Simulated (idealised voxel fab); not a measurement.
The process module that follows is named voxel gate over fins.
cross-section cut | 240 nm wide | cells 5 nm
Just so we're on the same page, the cross-sections are grids of square cells, and they're listed out in bands top to bottom, each band one or more rows deep. Read a band's entry like this: the first values are the height of its top and the height of its bottom in nm, and what follows is the sequence of materials from left to right, each with its width in nm. Note that "air" is empty space, and that a single material marked "full width" reaches across the band from edge to edge. Beneath 0, the wafer as received is one material, and that level is where height counting begins. The lowest band goes on downward without a bottom; it is written like "0 and below". The notation "30 to 40" denotes a width that varies across the rows of cells in the band, beginning at the first number in the top row, finishing at the second number in the bottom row, and changing by an identical amount from each row to the next. "nothing was modified" after a step means that no cell of the cross-section changed. Entry "Sealed-off cavities". Content: empty spaces with no open connection to the top, size 8 cells or greater. Each: width x height at distance. Distance: from left edge. Unit: nm. If you see something after the settings on a step's line, that's the simulator's own remark about that step. Among the settings permitted on a step's line is "overlay nm"; applied to a step with a mask, it specifies the extent to which the mask lay to the right of its planned position, whereas a negative figure signifies a position to the left.

Listed below are the process steps as planned:
| 1 | RECEIVE with material Si |
| 2 | CONFORMAL_DEP with material SiN, thk nm 5 |
| 3 | DIRECTIONAL_DEP with material aC, thk nm 15 |
| 4 | PATTERN with tone cover, mask id FINS, material resist, width nm 15, pitch nm 50, thk nm 30, overlay nm 0 |
| 5 | DIRECTIONAL_ETCH with etch materials aC, depth nm 15 |
| 6 | STRIP with etch materials resist |
| 7 | DIRECTIONAL_ETCH with etch materials SiN, depth nm 5 |
| 8 | DIRECTIONAL_ETCH with etch materials Si, depth nm 35 |
| 9 | STRIP with etch materials aC |
| 10 | OXIDIZE with depth nm 5 |
| 11 | FILL_DEP with material SiO2, thk nm 15 |
| 12 | CMP with height nm 5 |
| 13 | DIRECTIONAL_DEP with material aC, thk nm 10 |
| 14 | PATTERN with tone open, mask id RAIL, material resist, width nm 15, thk nm 30, overlay nm 0 |
| 15 | DIRECTIONAL_ETCH with etch materials aC, depth nm 10 |
| 16 | STRIP with etch materials resist |
| 17 | DIRECTIONAL_ETCH with etch materials SiO2, depth nm 35 |
| 18 | STRIP with etch materials aC |
| 19 | CONFORMAL_DEP with material TiN, thk nm 5 |
| 20 | FILL_DEP with material W, thk nm 5 |
| 21 | CMP with height nm 5 |
| 22 | SELECTIVE_ETCH with etch materials W Ru TiN, depth nm 25 |
| 23 | FILL_DEP with material SiO2, thk nm 5 |
| 24 | CMP with height nm 5 |
| 25 | SELECTIVE_ETCH with etch materials SiO2, depth nm 15 |
| 26 | STRIP with etch materials SiN |
| 27 | CONFORMAL_DEP with material HfO2, thk nm 5 |
| 28 | CONFORMAL_DEP with material TiN, thk nm 5 |
| 29 | CONFORMAL_DEP with material TiAl, thk nm 5 |
| 30 | CONFORMAL_DEP with material TiN, thk nm 5 |
| 31 | FILL_DEP with material W, thk nm 15 |
| 32 | CMP with height nm 30 |
| 33 | CONFORMAL_DEP with material SiN, thk nm 10 |

Shown in cross-section is the wafer as received, that is, as it stands after step 1:
- 0 and below = Si full width
- Sealed-off cavities: none

Cross-section taken at module completion on the first of two wafers; processed per the plan:
- 40 down to 30 = SiN full width
- 30 down to 20 = W full width
- 20 down to 15 = W (70) / TiN (45) / W (5) / TiN (45) / W (75)
- 15 down to 10 = W (70) / TiN (5) / TiAl (35) / TiN (5) / W (5) / TiN (5) / TiAl (35) / TiN (5) / W (75)
- 10 down to 5 = TiN (75) / TiAl (5) / TiN (25) / TiAl (5) / TiN (15) / TiAl (5) / TiN (25) / TiAl (5) / TiN (80)
- 5 down to 0 = TiAl (80) / TiN (5) / HfO2 (15) / TiN (5) / TiAl (25) / TiN (5) / HfO2 (15) / TiN (5) / TiAl (85)
- 0 down to -5 = TiN (85) / HfO2 (5) / Si (5) / HfO2 (5) / TiN (35) / HfO2 (5) / Si (5) / HfO2 (5) / TiN (90)
- -5 down to -10 = HfO2 (90) / Si (5) / HfO2 (45) / Si (5) / HfO2 (95)
- -10 down to -20 = SiO2 (90) / Si (5) / SiO2 (45) / Si (5) / SiO2 (95)
- -20 down to -25 = SiO2 (90) / Si (5) / SiO2 (15) / TiN (5) / W (5) / TiN (5) / SiO2 (15) / Si (5) / SiO2 (95)
- -25 down to -30 = SiO2 (90) / Si (5) / SiO2 (15) / TiN (15) / SiO2 (15) / Si (5) / SiO2 (95)
- -30 down to -40 = SiO2 (90) / Si (5) / SiO2 (45) / Si (5) / SiO2 (95)
- -40 and below = Si full width
- Sealed-off cavities: none

This cross-section belongs to the second wafer of two at the end of the module; the start and the plan were shared with the first, and the run included one mistake:
- 40 down to 30 = SiN full width
- 30 down to 20 = W full width
- 20 down to 15 = W (70) / TiN (45) / W (5) / TiN (45) / W (75)
- 15 down to 10 = W (70) / TiN (5) / TiAl (35) / TiN (5) / W (5) / TiN (5) / TiAl (35) / TiN (5) / W (75)
- 10 down to 5 = TiN (75) / TiAl (5) / TiN (25) / TiAl (5) / TiN (15) / TiAl (5) / TiN (25) / TiAl (5) / TiN (80)
- 5 down to 0 = TiAl (80) / TiN (5) / HfO2 (15) / TiN (5) / TiAl (25) / TiN (5) / HfO2 (15) / TiN (5) / TiAl (85)
- 0 down to -5 = TiN (85) / HfO2 (5) / Si (5) / HfO2 (5) / TiN (35) / HfO2 (5) / Si (5) / HfO2 (5) / TiN (90)
- -5 down to -10 = HfO2 (90) / Si (5) / HfO2 (45) / Si (5) / HfO2 (95)
- -10 down to -20 = SiO2 (90) / Si (5) / SiO2 (45) / Si (5) / SiO2 (95)
- -20 down to -25 = SiO2 (90) / Si (5) / SiO2 (5) / TiN (5) / W (5) / TiN (5) / SiO2 (25) / Si (5) / SiO2 (95)
- -25 down to -30 = SiO2 (90) / Si (5) / SiO2 (5) / TiN (15) / SiO2 (25) / Si (5) / SiO2 (95)
- -30 down to -40 = SiO2 (90) / Si (5) / SiO2 (45) / Si (5) / SiO2 (95)
- -40 and below = Si full width
- Sealed-off cavities: none
Processing error: step 14 did not happen as planned, as run it was PATTERN with tone open, mask id RAIL, material resist, width nm 15, thk nm 30, overlay nm -10
The two final wafers agree on how many cells each material fills and disagree on which cells those are.
